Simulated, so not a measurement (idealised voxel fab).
Process module name: voxel air gaps
We display cut, a cross-section 295 nm in width whose square cells are each 5 nm.
If you're reading a cross-section in this doc, picture square cells in a grid; it comes to you as bands, top ones listed first down to the bottom, and a band can be one or more rows of cells. Top, bottom (nm), then materials left to right with widths (nm); lone material tagged "all across" fills the whole band edge to edge; "blank" = empty space. Convention: height 0 is the level below which the wafer, as received, is all one material. The lowest band does not terminate at the bottom but continues downward, represented as "0 -> down". Think of "30->40" as a width that walks from the first number to the second as you go down the band, top row to bottom row, taking equal-sized steps from row to row. Basically "same as before" means that step didn't change any cell in the cross-section. Basically, "Closed void entries" tells you about the enclosed voids: empty spaces with no open way to the top, 8 cells or bigger, each written width x height at distance, where distance is from the left edge, all in nm. Post-settings text on a step line: simulator's own remark regarding the step. overlay nm: where the mask lay relative to plan, measured to the right, on steps with a mask; negatives go left.
Steps planned for the process:
1. RECEIVE,material Si
2. CONFORMAL_DEP,material SiO2,thk nm 10
3. CONFORMAL_DEP,material SiCN,thk nm 5
4. DIRECTIONAL_DEP,material SiO2,thk nm 30
5. PATTERN,tone open,mask id LINES,material resist,width nm 25,pitch nm 55,thk nm 15,overlay nm 0
6. DIRECTIONAL_ETCH,etch materials SiO2,depth nm 30
7. STRIP,etch materials resist
8. CONFORMAL_DEP,material TiN,thk nm 5
9. FILL_DEP,material Ru,thk nm 5
10. CMP,height nm 45
11. EPI,material Ru,thk nm 10
12. SELECTIVE_ETCH,etch materials SiO2,depth nm 40
13. CONFORMAL_DEP,material SiCN,thk nm 5
Below: the first of two wafers, run as planned:
So this is the incoming wafer in cross-section - it's already been through step 1:
0 -> down: Si all across
Closed void entries: none
Cross-section through the wafer, step 2 finished:
10 -> 0: SiO2 all across
Below a height of 0, the structure has not been altered.
Cross-section through the wafer, step 3 finished:
15 -> 10: SiCN all across
Below a height of 10, the structure has not been altered.
Cross-section through the wafer, step 4 finished:
45 -> 15: SiO2 all across
Below a height of 15, the structure has not been altered.
Cross-section through the wafer, step 5 finished:
60 -> 45: resist 50 | blank 25 | resist 30 | blank 25 | resist 30 | blank 25 | resist 30 | blank 25 | resist 55
Below a height of 45, the structure has not been altered.
Cross-section through the wafer, step 6 finished:
60 -> 45: resist 50 | blank 25 | resist 30 | blank 25 | resist 30 | blank 25 | resist 30 | blank 25 | resist 55
45 -> 15: SiO2 50 | blank 25 | SiO2 30 | blank 25 | SiO2 30 | blank 25 | SiO2 30 | blank 25 | SiO2 55
Below a height of 15, the structure has not been altered.
Cross-section through the wafer, step 7 finished:
45 -> 15: SiO2 50 | blank 25 | SiO2 30 | blank 25 | SiO2 30 | blank 25 | SiO2 30 | blank 25 | SiO2 55
Below a height of 15, the structure has not been altered.
Cross-section through the wafer, step 8 finished:
50 -> 45: TiN 55 | blank 15 | TiN 40 | blank 15 | TiN 40 | blank 15 | TiN 40 | blank 15 | TiN 60
45 -> 20: SiO2 50 | TiN 5 | blank 15 | TiN 5 | SiO2 30 | TiN 5 | blank 15 | TiN 5 | SiO2 30 | TiN 5 | blank 15 | TiN 5 | SiO2 30 | TiN 5 | blank 15 | TiN 5 | SiO2 55
20 -> 15: SiO2 50 | TiN 25 | SiO2 30 | TiN 25 | SiO2 30 | TiN 25 | SiO2 30 | TiN 25 | SiO2 55
Below a height of 15, the structure has not been altered.
Cross-section through the wafer, step 9 finished:
55 -> 50: Ru all across
50 -> 45: TiN 55 | Ru 15 | TiN 40 | Ru 15 | TiN 40 | Ru 15 | TiN 40 | Ru 15 | TiN 60
45 -> 20: SiO2 50 | TiN 5 | Ru 15 | TiN 5 | SiO2 30 | TiN 5 | Ru 15 | TiN 5 | SiO2 30 | TiN 5 | Ru 15 | TiN 5 | SiO2 30 | TiN 5 | Ru 15 | TiN 5 | SiO2 55
Below a height of 20, the structure has not been altered.
Cross-section through the wafer, step 10 finished:
45 -> 20: SiO2 50 | TiN 5 | Ru 15 | TiN 5 | SiO2 30 | TiN 5 | Ru 15 | TiN 5 | SiO2 30 | TiN 5 | Ru 15 | TiN 5 | SiO2 30 | TiN 5 | Ru 15 | TiN 5 | SiO2 55
Below a height of 20, the structure has not been altered.
Cross-section through the wafer, step 11 finished:
55 -> 45: blank 40 | Ru 45 | blank 10 | Ru 45 | blank 10 | Ru 45 | blank 10 | Ru 45 | blank 45
Below a height of 45, the structure has not been altered.
Cross-section through the wafer, step 12 finished:
55 -> 45: blank 40 | Ru 45 | blank 10 | Ru 45 | blank 10 | Ru 45 | blank 10 | Ru 45 | blank 45
45 -> 20: blank 50 | TiN 5 | Ru 15 | TiN 5 | blank 30 | TiN 5 | Ru 15 | TiN 5 | blank 30 | TiN 5 | Ru 15 | TiN 5 | blank 30 | TiN 5 | Ru 15 | TiN 5 | blank 55
20 -> 15: blank 50 | TiN 25 | blank 30 | TiN 25 | blank 30 | TiN 25 | blank 30 | TiN 25 | blank 55
Below a height of 15, the structure has not been altered.
Cross-section through the wafer, step 13 finished:
60 -> 55: blank 35 | SiCN 220 | blank 40
55 -> 45: blank 35 | SiCN 5 | Ru 45 | SiCN 10 | Ru 45 | SiCN 10 | Ru 45 | SiCN 10 | Ru 45 | SiCN 5 | blank 40
45 -> 40: blank 35 | SiCN 15 | TiN 5 | Ru 15 | TiN 5 | SiCN 30 | TiN 5 | Ru 15 | TiN 5 | SiCN 30 | TiN 5 | Ru 15 | TiN 5 | SiCN 30 | TiN 5 | Ru 15 | TiN 5 | SiCN 15 | blank 40
40 -> 20: blank 45 | SiCN 5 | TiN 5 | Ru 15 | TiN 5 | SiCN 5 | blank 20 | SiCN 5 | TiN 5 | Ru 15 | TiN 5 | SiCN 5 | blank 20 | SiCN 5 | TiN 5 | Ru 15 | TiN 5 | SiCN 5 | blank 20 | SiCN 5 | TiN 5 | Ru 15 | TiN 5 | SiCN 5 | blank 50
20 -> 15: SiCN 50 | TiN 25 | SiCN 30 | TiN 25 | SiCN 30 | TiN 25 | SiCN 30 | TiN 25 | SiCN 55
Below a height of 15, the structure has not been altered.
Closed void entries: 20 x 20 at 80; 20 x 20 at 135; 20 x 20 at 190
Wafer two of two - same starting point, same process plan, one mistake in execution; matches wafer one up to and including step 1:
Second wafer, sectioned view, at step 2's planned end time:
15 -> 0: SiO2 all across
Below a height of 0, the structure has not been altered.
Second wafer, sectioned view, at step 3's planned end time:
20 -> 15: SiCN all across
Below a height of 15, the structure has not been altered.
Second wafer, sectioned view, at step 4's planned end time:
50 -> 20: SiO2 all across
Below a height of 20, the structure has not been altered.
Second wafer, sectioned view, at step 5's planned end time:
65 -> 50: resist 50 | blank 25 | resist 30 | blank 25 | resist 30 | blank 25 | resist 30 | blank 25 | resist 55
Below a height of 50, the structure has not been altered.
Second wafer, sectioned view, at step 6's planned end time:
65 -> 50: resist 50 | blank 25 | resist 30 | blank 25 | resist 30 | blank 25 | resist 30 | blank 25 | resist 55
50 -> 20: SiO2 50 | blank 25 | SiO2 30 | blank 25 | SiO2 30 | blank 25 | SiO2 30 | blank 25 | SiO2 55
Below a height of 20, the structure has not been altered.
Second wafer, sectioned view, at step 7's planned end time:
50 -> 20: SiO2 50 | blank 25 | SiO2 30 | blank 25 | SiO2 30 | blank 25 | SiO2 30 | blank 25 | SiO2 55
Below a height of 20, the structure has not been altered.
Second wafer, sectioned view, at step 8's planned end time:
55 -> 50: TiN 55 | blank 15 | TiN 40 | blank 15 | TiN 40 | blank 15 | TiN 40 | blank 15 | TiN 60
50 -> 25: SiO2 50 | TiN 5 | blank 15 | TiN 5 | SiO2 30 | TiN 5 | blank 15 | TiN 5 | SiO2 30 | TiN 5 | blank 15 | TiN 5 | SiO2 30 | TiN 5 | blank 15 | TiN 5 | SiO2 55
25 -> 20: SiO2 50 | TiN 25 | SiO2 30 | TiN 25 | SiO2 30 | TiN 25 | SiO2 30 | TiN 25 | SiO2 55
Below a height of 20, the structure has not been altered.
Second wafer, sectioned view, at step 9's planned end time:
60 -> 55: Ru all across
55 -> 50: TiN 55 | Ru 15 | TiN 40 | Ru 15 | TiN 40 | Ru 15 | TiN 40 | Ru 15 | TiN 60
50 -> 25: SiO2 50 | TiN 5 | Ru 15 | TiN 5 | SiO2 30 | TiN 5 | Ru 15 | TiN 5 | SiO2 30 | TiN 5 | Ru 15 | TiN 5 | SiO2 30 | TiN 5 | Ru 15 | TiN 5 | SiO2 55
Below a height of 25, the structure has not been altered.
Second wafer, sectioned view, at step 10's planned end time:
45 -> 25: SiO2 50 | TiN 5 | Ru 15 | TiN 5 | SiO2 30 | TiN 5 | Ru 15 | TiN 5 | SiO2 30 | TiN 5 | Ru 15 | TiN 5 | SiO2 30 | TiN 5 | Ru 15 | TiN 5 | SiO2 55
Below a height of 25, the structure has not been altered.
Second wafer, sectioned view, at step 11's planned end time:
55 -> 45: blank 40 | Ru 45 | blank 10 | Ru 45 | blank 10 | Ru 45 | blank 10 | Ru 45 | blank 45
Below a height of 45, the structure has not been altered.
Second wafer, sectioned view, at step 12's planned end time:
55 -> 45: blank 40 | Ru 45 | blank 10 | Ru 45 | blank 10 | Ru 45 | blank 10 | Ru 45 | blank 45
45 -> 25: blank 50 | TiN 5 | Ru 15 | TiN 5 | blank 30 | TiN 5 | Ru 15 | TiN 5 | blank 30 | TiN 5 | Ru 15 | TiN 5 | blank 30 | TiN 5 | Ru 15 | TiN 5 | blank 55
25 -> 20: blank 50 | TiN 25 | blank 30 | TiN 25 | blank 30 | TiN 25 | blank 30 | TiN 25 | blank 55
Below a height of 20, the structure has not been altered.
Second wafer, sectioned view, at step 13's planned end time:
60 -> 55: blank 35 | SiCN 220 | blank 40
55 -> 45: blank 35 | SiCN 5 | Ru 45 | SiCN 10 | Ru 45 | SiCN 10 | Ru 45 | SiCN 10 | Ru 45 | SiCN 5 | blank 40
45 -> 40: blank 35 | SiCN 15 | TiN 5 | Ru 15 | TiN 5 | SiCN 30 | TiN 5 | Ru 15 | TiN 5 | SiCN 30 | TiN 5 | Ru 15 | TiN 5 | SiCN 30 | TiN 5 | Ru 15 | TiN 5 | SiCN 15 | blank 40
40 -> 25: blank 45 | SiCN 5 | TiN 5 | Ru 15 | TiN 5 | SiCN 5 | blank 20 | SiCN 5 | TiN 5 | Ru 15 | TiN 5 | SiCN 5 | blank 20 | SiCN 5 | TiN 5 | Ru 15 | TiN 5 | SiCN 5 | blank 20 | SiCN 5 | TiN 5 | Ru 15 | TiN 5 | SiCN 5 | blank 50
25 -> 20: SiCN 50 | TiN 25 | SiCN 30 | TiN 25 | SiCN 30 | TiN 25 | SiCN 30 | TiN 25 | SiCN 55
Below a height of 20, the structure has not been altered.
Closed void entries: 20 x 15 at 80; 20 x 15 at 135; 20 x 15 at 190
What went wrong in running the wafer? the process deviated at step 2: the operation and settings actually run there were CONFORMAL_DEP,material SiO2,thk nm 15
Count the cells at the end and the second wafer has more or fewer of some materials than the first: Ru: 12 fewer, SiCN: 8 fewer, SiO2: 59 more, TiN: 8 fewer
